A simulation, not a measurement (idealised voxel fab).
process module | voxel transistor to metal
cross-section cut | 190 nm wide | cells 5 nm
A cross-section is a grid of square cells, given in bands from the top down. A band is one or more rows of cells.
Each band's line starts with the height of the band's top and of its bottom, in nm. Then come its materials from left to right, each with its width in nm. One material with "throughout" fills the band from edge to edge. "air" is empty space.
Height 0 is the level under which the wafer as received is all one material. The lowest band goes on downwards, as in "0 down".
A width such as "30 to 40" changes by the same amount from each row of cells to the next, from the band's top row to its bottom row.
"no change" after a step means that no cell of the cross-section changed.
closed voids: empty space of 8 cells or more with no open way to the top, each as width x height at its distance from the left edge, in nm
after a step's settings: what the simulator itself notes on the step
overlay nm, on a step with a mask: how far to the right of its planned place the mask lay; to the left if negative
plan
1 op RECEIVE | material Si
2 op OXIDIZE | depth nm 5
3 op CONFORMAL_DEP | material SiN | thk nm 15
4 op MASKED_ETCH | tone cover | mask id ACTIVE | width nm 100 | etch materials SiN | depth nm 15 | overlay nm 0
5 op MASKED_ETCH | tone cover | mask id ACTIVE | width nm 100 | etch materials SiO2 | depth nm 5 | overlay nm 0
6 op MASKED_ETCH | tone cover | mask id ACTIVE | width nm 100 | etch materials Si | depth nm 30 | overlay nm 0
7 op FILL_DEP | material SiO2 | thk nm 15
8 op CMP | height nm 15
9 op SELECTIVE_ETCH | etch materials SiO2 | depth nm 5
10 op STRIP | etch materials SiN
11 op SELECTIVE_ETCH | etch materials SiO2 | depth nm 5
12 op OXIDIZE | depth nm 5
13 op DIRECTIONAL_DEP | material polySi | thk nm 25
14 op DIRECTIONAL_DEP | material SiCN | thk nm 15
15 op MASKED_ETCH | tone cover | mask id GATE | width nm 20 | etch materials SiCN | depth nm 25 | overlay nm 0
16 op MASKED_ETCH | tone cover | mask id GATE | width nm 20 | etch materials polySi | depth nm 35 | overlay nm 0
17 op CONFORMAL_DEP | material SiN | thk nm 10
18 op DIRECTIONAL_ETCH | etch materials SiN | depth nm 10
19 op DIRECTIONAL_ETCH | etch materials SiO2 | depth nm 5
20 op DIRECTIONAL_ETCH | etch materials Si | depth nm 5
21 op EPI | material nSi | thk nm 5
22 op FILL_DEP | material SiO2 | thk nm 5
23 op CMP | height nm 35
24 op DIRECTIONAL_DEP | material SiO2 | thk nm 15
25 op MASKED_ETCH | tone open | mask id CONTACT | width nm 20 | pitch nm 70 | etch materials SiO2 | depth nm 60 | overlay nm 0
26 op CONFORMAL_DEP | material TiN | thk nm 5
27 op FILL_DEP | material Ru | thk nm 10
28 op CMP | height nm 50
29 op DIRECTIONAL_DEP | material TiN | thk nm 5
30 op DIRECTIONAL_DEP | material Ru | thk nm 15
31 op PATTERN | tone cover | mask id METAL_1 | material resist | width nm 20 | pitch nm 70 | thk nm 20 | overlay nm 0
32 op DIRECTIONAL_ETCH | etch materials Ru | depth nm 15
33 op DIRECTIONAL_ETCH | etch materials TiN | depth nm 5
34 op STRIP | etch materials resist
35 op CONFORMAL_DEP | material SiN | thk nm 5
36 op FILL_DEP | material SiO2 | thk nm 5
37 op CMP | height nm 70
38 op CONFORMAL_DEP | material SiCN | thk nm 5
as received, after step 1
  0 down: Si throughout
  closed voids: none
first wafer at the end, as planned
  75 to 70: SiCN throughout
  70 to 55: SiO2 45 | SiN 5 | Ru 20 | SiN 5 | SiO2 40 | SiN 5 | Ru 20 | SiN 5 | SiO2 45
  55 to 50: SiN 50 | TiN 20 | SiN 50 | TiN 20 | SiN 50
  50 to 35: SiO2 50 | TiN 5 | Ru 10 | TiN 5 | SiO2 50 | TiN 5 | Ru 10 | TiN 5 | SiO2 50
  35 to 20: SiO2 50 | TiN 5 | Ru 10 | TiN 5 | SiO2 5 | SiN 10 | SiCN 20 | SiN 10 | SiO2 5 | TiN 5 | Ru 10 | TiN 5 | SiO2 50
  20 to 5: SiO2 50 | TiN 5 | Ru 10 | TiN 5 | SiO2 5 | SiN 10 | polySi 20 | SiN 10 | SiO2 5 | TiN 5 | Ru 10 | TiN 5 | SiO2 50
  5 to -5: SiO2 40 | SiN 10 | TiN 5 to 10 | Ru 10 to 5 | TiN 5 | SiO2 5 | SiN 10 | polySi 20 | SiN 10 | SiO2 5 | TiN 5 | Ru 10 to 5 | TiN 5 to 10 | SiN 10 | SiO2 40
  -5 to -10: SiO2 50 | nSi 5 | TiN 15 | nSi 5 | SiO2 40 | nSi 5 | TiN 15 | nSi 5 | SiO2 50
  -10 to -15: SiO2 45 | Si 5 | nSi 25 | Si 40 | nSi 25 | Si 5 | SiO2 45
  -15 to -35: SiO2 45 | Si 100 | SiO2 45
  -35 down: Si throughout
  closed voids: none
second wafer at the end: like start, like plan, one mistake
  75 to 70: SiCN throughout
  70 to 60: SiO2 45 | SiN 5 | Ru 20 | SiN 5 | SiO2 40 | SiN 5 | Ru 20 | SiN 5 | SiO2 45
  60 to 55: SiN 50 | Ru 20 | SiN 50 | Ru 20 | SiN 50
  55 to 50: polySi throughout
  50 to 35: SiO2 50 | TiN 5 | Ru 10 | TiN 5 | SiO2 50 | TiN 5 | Ru 10 | TiN 5 | SiO2 50
  35 to 20: SiO2 50 | TiN 5 | Ru 10 | TiN 5 | SiO2 5 | SiN 10 | SiCN 20 | SiN 10 | SiO2 5 | TiN 5 | Ru 10 | TiN 5 | SiO2 50
  20 to 5: SiO2 50 | TiN 5 | Ru 10 | TiN 5 | SiO2 5 | SiN 10 | polySi 20 | SiN 10 | SiO2 5 | TiN 5 | Ru 10 | TiN 5 | SiO2 50
  5 to -5: SiO2 40 | SiN 10 | TiN 5 to 10 | Ru 10 to 5 | TiN 5 | SiO2 5 | SiN 10 | polySi 20 | SiN 10 | SiO2 5 | TiN 5 | Ru 10 to 5 | TiN 5 to 10 | SiN 10 | SiO2 40
  -5 to -10: SiO2 50 | nSi 5 | TiN 15 | nSi 5 | SiO2 40 | nSi 5 | TiN 15 | nSi 5 | SiO2 50
  -10 to -15: SiO2 45 | Si 5 | nSi 25 | Si 40 | nSi 25 | Si 5 | SiO2 45
  -15 to -35: SiO2 45 | Si 100 | SiO2 45
  -35 down: Si throughout
  closed voids: none
what went wrong: step 29 ran as: op DIRECTIONAL_DEP | material polySi | thk nm 5
at the end the second wafer has, in cells: 4 fewer of SiN | 26 fewer of SiO2 | 8 fewer of TiN | 38 more of polySi
